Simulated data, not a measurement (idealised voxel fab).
Presented below is a process module, voxel self aligned contacts.
Each square cell in cross-section cut measures 5 nm, and the section as a whole is 225 nm wide.
We lay out every cross-section as a grid of square cells and spell it out in bands from the top down, where one band means one or more rows of cells. Heights first: top, then bottom, in nm. Then materials, left to right, each with a width in nm. "everywhere" on a single material: fills the band edge to edge. "empty": empty space. Height reference: 0 = level under which incoming wafer is all one material. Lowest band: no bottom, runs on downward, e.g. "0..down". Note: "30 to 40" means the width goes from the first number (top row of the band) to the second number (bottom row) in equal steps per row of cells. Any step labelled "same as before" changed none of the cells in the cross-section. Any empty space of 8 cells or more lacking an open way to the top shows up in "Enclosed void listing" as width x height at distance, distance from the left edge, in nm. The remark found on a step's line after its settings is issued by the simulator itself and pertains to that step. "overlay nm" on a masked step: distance the mask lay right of its planned place, negative for left.

The process steps that were planned are listed below:
1. RECEIVE | material Si
2. OXIDIZE | depth nm 5
3. DIRECTIONAL_DEP | material polySi | thk nm 30
4. DIRECTIONAL_DEP | material SiN | thk nm 25
5. MASKED_ETCH | tone cover | mask id GATE | width nm 30 | pitch nm 75 | etch materials SiN | depth nm 25 | overlay nm 0
6. MASKED_ETCH | tone cover | mask id GATE | width nm 30 | pitch nm 75 | etch materials polySi | depth nm 30 | overlay nm 0
7. CONFORMAL_DEP | material SiN | thk nm 10
8. DIRECTIONAL_ETCH | etch materials SiN | depth nm 10
9. FILL_DEP | material SiO2 | thk nm 10
10. CMP | height nm 60
11. PATTERN | tone open | mask id CONTACT | material resist | width nm 55 | pitch nm 75 | thk nm 15 | overlay nm 0
12. DIRECTIONAL_ETCH | etch materials SiO2 | depth nm 65
13. STRIP | etch materials resist
14. CONFORMAL_DEP | material TiN | thk nm 5
15. FILL_DEP | material Ru | thk nm 5
16. CMP | height nm 60
17. CONFORMAL_DEP | material SiCN | thk nm 5

Wafer as received: cross-section following step 1:
	0..down = Si everywhere
	Enclosed void listing: none

Cross-sectional view of the first of the two wafers upon completion of the module, processed in accordance with the plan:
	65..60 = SiCN everywhere
	60..55 = 45 of SiO2 | 20 of TiN | 15 of Ru | 20 of TiN | 20 of SiO2 | 20 of TiN | 15 of Ru | 20 of TiN | 50 of SiO2
	55..30 = 10 of SiO2 | 50 of SiN | 5 of TiN | 15 of Ru | 5 of TiN | 50 of SiN | 5 of TiN | 15 of Ru | 5 of TiN | 50 of SiN | 15 of SiO2
	30..0 = 10 of SiO2 | 10 of SiN | 30 of polySi | 10 of SiN | 5 of TiN | 15 of Ru | 5 of TiN | 10 of SiN | 30 of polySi | 10 of SiN | 5 of TiN | 15 of Ru | 5 of TiN | 10 of SiN | 30 of polySi | 10 of SiN | 15 of SiO2
	0..-5 = 60 of SiO2 | 25 of TiN | 50 of SiO2 | 25 of TiN | 65 of SiO2
	-5..down = Si everywhere
	Enclosed void listing: none

End-of-module cross-section of the second wafer: identical starting point and process plan to the first, with one processing mistake:
	65..60 = SiCN everywhere
	60..55 = 50 of SiO2 | 15 of TiN | 15 of Ru | 20 of TiN | 25 of SiO2 | 15 of TiN | 15 of Ru | 20 of TiN | 50 of SiO2
	55..30 = 10 of SiO2 | 50 of SiN | 5 of TiN | 15 of Ru | 5 of TiN | 50 of SiN | 5 of TiN | 15 of Ru | 5 of TiN | 50 of SiN | 15 of SiO2
	30..0 = 10 of SiO2 | 10 of SiN | 30 of polySi | 10 of SiN | 5 of TiN | 15 of Ru | 5 of TiN | 10 of SiN | 30 of polySi | 10 of SiN | 5 of TiN | 15 of Ru | 5 of TiN | 10 of SiN | 30 of polySi | 10 of SiN | 15 of SiO2
	0..-5 = 60 of SiO2 | 25 of TiN | 50 of SiO2 | 25 of TiN | 65 of SiO2
	-5..down = Si everywhere
	Enclosed void listing: none
The plan and the run diverged here: step 11 off recipe, ran as PATTERN | tone open | mask id CONTACT | material resist | width nm 50 | pitch nm 75 | thk nm 15 | overlay nm 0
Once processing is complete, comparing cell counts shows that the second wafer has more or fewer of certain materials than the first: SiO2: 2 more, TiN: 2 fewer
